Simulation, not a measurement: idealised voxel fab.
process module | voxel transistor to metal
cross-section cut | 190 nm wide | cells 5 nm
A cross-section is a grid of square cells, given in bands from the top down. A band is one or more rows of cells.
Each band's line starts with the height of the band's top and of its bottom, in nm. Then come its materials from left to right, each with its width in nm. One material with "throughout" fills the band from edge to edge. "air" is empty space.
Height 0 is the level under which the wafer as received is all one material. The lowest band goes on downwards, as in "0 down".
A width such as "30 to 40" changes by the same amount from each row of cells to the next, from the band's top row to its bottom row.
"no change" after a step means that no cell of the cross-section changed.
closed voids: empty space of 8 cells or more with no open way to the top, each as width x height at its distance from the left edge, in nm
after a step's settings: what the simulator itself notes on the step
overlay nm, on a step with a mask: how far to the right of its planned place the mask lay; to the left if negative
plan
1 op RECEIVE | material Si
2 op OXIDIZE | depth nm 5
3 op CONFORMAL_DEP | material SiN | thk nm 15
4 op PATTERN | tone cover | mask id ACTIVE | material resist | width nm 105 | thk nm 20 | overlay nm 0
5 op DIRECTIONAL_ETCH | etch materials SiN | depth nm 15
6 op DIRECTIONAL_ETCH | etch materials SiO2 | depth nm 5
7 op DIRECTIONAL_ETCH | etch materials Si | depth nm 30
8 op STRIP | etch materials resist
9 op FILL_DEP | material SiO2 | thk nm 10
10 op CMP | height nm 15
11 op SELECTIVE_ETCH | etch materials SiO2 | depth nm 5
12 op STRIP | etch materials SiN
13 op SELECTIVE_ETCH | etch materials SiO2 | depth nm 5
14 op OXIDIZE | depth nm 5
15 op DIRECTIONAL_DEP | material polySi | thk nm 30
16 op DIRECTIONAL_DEP | material SiCN | thk nm 15
17 op DIRECTIONAL_DEP | material aC | thk nm 10
18 op PATTERN | tone cover | mask id GATE | material resist | width nm 35 | thk nm 25 | overlay nm 0
19 op DIRECTIONAL_ETCH | etch materials aC | depth nm 10
20 op STRIP | etch materials resist
21 op DIRECTIONAL_ETCH | etch materials SiCN | depth nm 25
22 op DIRECTIONAL_ETCH | etch materials polySi | depth nm 40
23 op STRIP | etch materials aC
24 op CONFORMAL_DEP | material SiO2 | thk nm 5
25 op DIRECTIONAL_ETCH | etch materials SiO2 | depth nm 5
26 op CONFORMAL_DEP | material SiN | thk nm 10
27 op DIRECTIONAL_ETCH | etch materials SiN | depth nm 10
28 op DIRECTIONAL_ETCH | etch materials SiO2 | depth nm 5
29 op DIRECTIONAL_ETCH | etch materials Si | depth nm 10
30 op EPI | material pSi | thk nm 15
31 op FILL_DEP | material SiO2 | thk nm 10
32 op CMP | height nm 25
33 op STRIP | etch materials polySi
34 op SELECTIVE_ETCH | etch materials SiO2 | depth nm 5
35 op CONFORMAL_DEP | material HfO2 | thk nm 5
36 op CONFORMAL_DEP | material TiN | thk nm 5
37 op FILL_DEP | material W | thk nm 10
38 op CMP | height nm 20
39 op DIRECTIONAL_DEP | material SiO2 | thk nm 10
40 op MASKED_ETCH | tone open | mask id CONTACT | width nm 15 | pitch nm 80 | etch materials SiO2 | depth nm 25 | overlay nm 0
41 op CONFORMAL_DEP | material TiN | thk nm 5
42 op FILL_DEP | material Ru | thk nm 5
43 op CMP | height nm 30
44 op DIRECTIONAL_DEP | material TiN | thk nm 5
45 op DIRECTIONAL_DEP | material W | thk nm 15
46 op DIRECTIONAL_DEP | material aC | thk nm 10
47 op PATTERN | tone cover | mask id METAL_1 | material resist | width nm 15 | pitch nm 80 | thk nm 25 | overlay nm 0
48 op DIRECTIONAL_ETCH | etch materials aC | depth nm 10
49 op STRIP | etch materials resist
50 op DIRECTIONAL_ETCH | etch materials W | depth nm 15
51 op DIRECTIONAL_ETCH | etch materials TiN | depth nm 5
52 op STRIP | etch materials aC
53 op FILL_DEP | material lowk | thk nm 5
54 op CMP | height nm 50
55 op CONFORMAL_DEP | material SiCN | thk nm 5
as received, after step 1
  0 down: Si throughout
  closed voids: none
first wafer at the end, as planned
  55 to 50: SiCN throughout
  50 to 35: lowk 45 | W 15 | lowk 65 | W 15 | lowk 50
  35 to 30: lowk 45 | TiN 15 | lowk 65 | TiN 15 | lowk 50
  30 to 20: SiO2 45 | TiN 5 | Ru 5 | TiN 5 | SiO2 65 | TiN 5 | Ru 5 | TiN 5 | SiO2 50
  20 to 10: SiO2 45 | TiN 5 | Ru 5 | TiN 5 | SiN 10 | HfO2 5 | TiN 5 | W 25 | TiN 5 | HfO2 5 | SiN 10 | TiN 5 | Ru 5 | TiN 5 | SiO2 50
  10 to 5: SiO2 45 | TiN 15 | SiN 10 | HfO2 5 | TiN 5 | W 25 | TiN 5 | HfO2 5 | SiN 10 | TiN 15 | SiO2 50
  5 to 0: SiO2 40 | SiN 10 | pSi 10 | SiN 10 | HfO2 5 | TiN 5 | W 25 | TiN 5 | HfO2 5 | SiN 10 | pSi 10 | SiN 10 | SiO2 45
  0 to -5: SiO2 40 | SiN 10 | pSi 10 | SiN 10 | HfO2 5 | TiN 35 | HfO2 5 | SiN 10 | pSi 10 | SiN 10 | SiO2 45
  -5 to -10: SiO2 50 | pSi 10 | SiO2 10 | HfO2 45 | SiO2 10 | pSi 10 | SiO2 55
  -10 to -20: SiO2 40 | Si 10 | pSi 10 | Si 65 | pSi 10 | Si 10 | SiO2 45
  -20 to -35: SiO2 40 | Si 105 | SiO2 45
  -35 down: Si throughout
  closed voids: none
second wafer at the end: like start, like plan, one mistake
  55 to 50: SiCN throughout
  50 to 35: lowk 45 | W 15 | lowk 65 | W 15 | lowk 50
  35 to 30: lowk 45 | TiN 15 | lowk 65 | TiN 15 | lowk 50
  30 to 25: SiO2 45 | TiN 5 | Ru 5 | TiN 5 | SiO2 65 | TiN 5 | Ru 5 | TiN 5 | SiO2 50
  25 to 20: SiO2 45 | TiN 15 | SiO2 65 | TiN 15 | SiO2 50
  20 to 5: SiO2 35 | pSi 25 | SiN 10 | HfO2 5 | TiN 5 | W 25 | TiN 5 | HfO2 5 | SiN 10 | pSi 25 | SiO2 40
  5 to 0: SiO2 35 | pSi 5 | SiN 10 | pSi 10 | SiN 10 | HfO2 5 | TiN 5 | W 25 | TiN 5 | HfO2 5 | SiN 10 | pSi 10 | SiN 10 | pSi 5 | SiO2 40
  0 to -5: SiO2 40 | SiN 10 | pSi 10 | SiN 10 | HfO2 5 | TiN 35 | HfO2 5 | SiN 10 | pSi 10 | SiN 10 | SiO2 45
  -5 to -10: SiO2 50 | pSi 10 | SiO2 10 | HfO2 45 | SiO2 10 | pSi 10 | SiO2 55
  -10 to -20: SiO2 40 | Si 10 | pSi 10 | Si 65 | pSi 10 | Si 10 | SiO2 45
  -20 to -35: SiO2 40 | Si 105 | SiO2 45
  -35 down: Si throughout
  closed voids: none
what went wrong: step 30 was run twice
at the end the second wafer has, in cells: 6 fewer of Ru | 14 fewer of SiO2 | 12 fewer of TiN | 32 more of pSi
